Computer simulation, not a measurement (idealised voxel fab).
The process module that follows is named voxel wiring stack.
160 nm wide, 5 nm square cells: that's cross-section cut.
Cross-section spec: square-cell grid; bands listed top down; each band is one or more rows. Look at the band entry: it leads with the top's height and the bottom's height in nm. Then it lists the materials left to right, with a width in nm for each. The word "everywhere" on a single material says that material fills the band edge to edge. The word "empty" is empty space. Zero point of the height axis is 0; under it, received wafer = one material. Lowest band: continues down indefinitely, "top 0, no bottom". When a width is written as two numbers, as in "30..40", the first number is the width in the top row of cells of the band and the second is the width in its bottom row, and the width changes by the same amount from each row to the next. When a step is marked "no change", none of the cells in the cross-section changed during that step. The list in "Enclosed internal cavities" covers empty spaces of 8 cells or more that cannot reach the top through any open way, and it gives each as width x height at distance; the distance is from the left edge, and width, height and distance are in nm. That trailing text on a step's line, after the settings, is the simulator's own remark on the step. You can add "overlay nm" to a step's line. For a step with a mask, it describes how far the mask lay to the right of its planned position, and a negative number describes a lay to the left.
This section lists the process steps that were planned
1. RECEIVE (material Si)
2. CONFORMAL_DEP (material SiO2; thk nm 15)
3. DIRECTIONAL_DEP (material TiN; thk nm 5)
4. DIRECTIONAL_DEP (material W; thk nm 20)
5. MASKED_ETCH (tone cover; mask id METAL_1; width nm 20; pitch nm 50; etch materials W; depth nm 20; overlay nm 0)
6. MASKED_ETCH (tone cover; mask id METAL_1; width nm 20; pitch nm 50; etch materials TiN; depth nm 5; overlay nm 0)
7. FILL_DEP (material SiO2; thk nm 10)
8. CMP (height nm 40)
9. CONFORMAL_DEP (material SiCN; thk nm 5)
10. DIRECTIONAL_DEP (material SiO2; thk nm 20)
11. DIRECTIONAL_DEP (material aC; thk nm 15)
12. PATTERN (tone open; mask id PLUG_1; material resist; width nm 15; pitch nm 50; thk nm 35; overlay nm 0)
13. DIRECTIONAL_ETCH (etch materials aC; depth nm 15)
14. STRIP (etch materials resist)
15. DIRECTIONAL_ETCH (etch materials SiO2; depth nm 20)
16. DIRECTIONAL_ETCH (etch materials SiCN; depth nm 5)
17. STRIP (etch materials aC)
18. EPI (material Ru; thk nm 10)
19. EPI (material Ru; thk nm 10)
20. EPI (material Ru; thk nm 5)
21. DIRECTIONAL_DEP (material TiN; thk nm 5)
22. DIRECTIONAL_DEP (material Ru; thk nm 25)
23. PATTERN (tone cover; mask id METAL_2; material resist; width nm 20; pitch nm 50; thk nm 15; overlay nm 0)
24. DIRECTIONAL_ETCH (etch materials Ru; depth nm 25)
25. DIRECTIONAL_ETCH (etch materials TiN; depth nm 5)
26. STRIP (etch materials resist)
27. FILL_DEP (material SiO2; thk nm 10)
28. CMP (height nm 95)
29. CONFORMAL_DEP (material SiCN; thk nm 5)
Wafer at receipt (post step 1), cross-section
  top 0, no bottom: Si everywhere
  Enclosed internal cavities: none
The first of two wafers, cross-sectioned at the end of the module, with the run proceeding as planned
  top 100, bottom 95: SiCN everywhere
  top 95, bottom 70: 20 SiO2 / 20 Ru / 30 SiO2 / 20 Ru / 30 SiO2 / 20 Ru / 20 SiO2
  top 70, bottom 65: 20 SiO2 / 20 TiN / 30 SiO2 / 20 TiN / 30 SiO2 / 20 TiN / 20 SiO2
  top 65, bottom 45: 20 SiO2 / 15 Ru / 35 SiO2 / 15 Ru / 35 SiO2 / 15 Ru / 25 SiO2
  top 45, bottom 40: 20 SiCN / 15 Ru / 35 SiCN / 15 Ru / 35 SiCN / 15 Ru / 25 SiCN
  top 40, bottom 20: 20 SiO2 / 20 W / 30 SiO2 / 20 W / 30 SiO2 / 20 W / 20 SiO2
  top 20, bottom 15: 20 SiO2 / 20 TiN / 30 SiO2 / 20 TiN / 30 SiO2 / 20 TiN / 20 SiO2
  top 15, bottom 0: SiO2 everywhere
  top 0, no bottom: Si everywhere
  Enclosed internal cavities: none
Second wafer of the two, sectioned at the end of the module. It began like the first and followed the same plan, but one mistake was made while running it
  top 100, bottom 95: SiCN everywhere
  top 95, bottom 70: W everywhere
  top 70, bottom 65: TiN everywhere
  top 65, bottom 45: 20 SiO2 / 15 Ru / 35 SiO2 / 15 Ru / 35 SiO2 / 15 Ru / 25 SiO2
  top 45, bottom 40: 20 SiCN / 15 Ru / 35 SiCN / 15 Ru / 35 SiCN / 15 Ru / 25 SiCN
  top 40, bottom 20: 20 SiO2 / 20 W / 30 SiO2 / 20 W / 30 SiO2 / 20 W / 20 SiO2
  top 20, bottom 15: 20 SiO2 / 20 TiN / 30 SiO2 / 20 TiN / 30 SiO2 / 20 TiN / 20 SiO2
  top 15, bottom 0: SiO2 everywhere
  top 0, no bottom: Si everywhere
  Enclosed internal cavities: none
Finding, execution versus plan: step 22, actual vs plan mismatch, actual run DIRECTIONAL_DEP (material W; thk nm 25)
Per the end-of-run cell counts, the second wafer holds more or fewer of some materials than the first: 60 fewer of Ru | 120 fewer of SiO2 | 20 more of TiN | 160 more of W
